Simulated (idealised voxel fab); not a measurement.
This is a process module. Its name is voxel quadruple lines.
205 nm wide, 5 nm square cells: that's cross-section cut.
Square cells in a grid make up a cross-section in this document, and the grid is given as bands, listed from the top down, each one or more rows of cells. A band entry consists of two parts. The first gives the height of the band's top and the height of its bottom, in nm. The rest lists the band's materials from left to right, each with its width in nm. A single material labelled with the word "edge to edge" fills the band from edge to edge, and the word "empty" marks empty space. Height 0 is the level under which the wafer as received is all one material. The lowest band goes on downwards, as in "0..down". Width: "30 to 40" (first number = top row, second number = bottom row, same change from row to row of cells). Basically "all unchanged" means that step didn't change any cell in the cross-section. "Cavities, sealed": empty spaces of 8 cells or more with no open way to the top, each given as width x height at distance, distance from the left edge, all in nm. Note: text after step settings on the step line = simulator remark on that step. The optional step-line setting "overlay nm" applies to steps with a mask and quantifies how far to the right of its planned location the mask lay, a negative value indicating leftward placement.
### List of planned process steps
1. RECEIVE,material Si
2. CONFORMAL_DEP,material Al2O3,thk nm 5
3. DIRECTIONAL_DEP,material Ru,thk nm 15
4. DIRECTIONAL_DEP,material polySi,thk nm 15
5. DIRECTIONAL_DEP,material aC,thk nm 25
6. PATTERN,tone cover,mask id MANDREL,material resist,width nm 30,thk nm 30,overlay nm -15
7. DIRECTIONAL_ETCH,etch materials aC,depth nm 25
8. STRIP,etch materials resist
9. CONFORMAL_DEP,material SiO2,thk nm 10
10. DIRECTIONAL_ETCH,etch materials SiO2,depth nm 10
11. STRIP,etch materials aC
12. DIRECTIONAL_ETCH,etch materials polySi,depth nm 15
13. STRIP,etch materials SiO2
14. CONFORMAL_DEP,material SiCN,thk nm 10
15. DIRECTIONAL_ETCH,etch materials SiCN,depth nm 10
16. STRIP,etch materials polySi
17. DIRECTIONAL_ETCH,etch materials Ru,depth nm 15
18. STRIP,etch materials SiCN
19. FILL_DEP,material lowk,thk nm 10
20. CMP,height nm 20
What sets these wafers apart? The overlay nm at step 6. They all start alike, and the plan carries the first wafer's value.
### The first of several wafers, as received after step 1, seen in section
    0..down  Si edge to edge
    Cavities, sealed: none
### Per-wafer rows below. For each material: cells gained (+) or lost (-) since the wafer was received, as of end of module. Then: closed voids
overlay nm -15 | +41 Al2O3 | +24 Ru | +99 lowk | Cavities, sealed: none
overlay nm -10 | +41 Al2O3 | +24 Ru | +99 lowk | Cavities, sealed: none
overlay nm -5 | +41 Al2O3 | +24 Ru | +99 lowk | Cavities, sealed: none
overlay nm 0 | +41 Al2O3 | +24 Ru | +99 lowk | Cavities, sealed: none
overlay nm 5 | +41 Al2O3 | +24 Ru | +99 lowk | Cavities, sealed: none
overlay nm 10 | +41 Al2O3 | +24 Ru | +99 lowk | Cavities, sealed: none
overlay nm 15 | +41 Al2O3 | +24 Ru | +99 lowk | Cavities, sealed: none
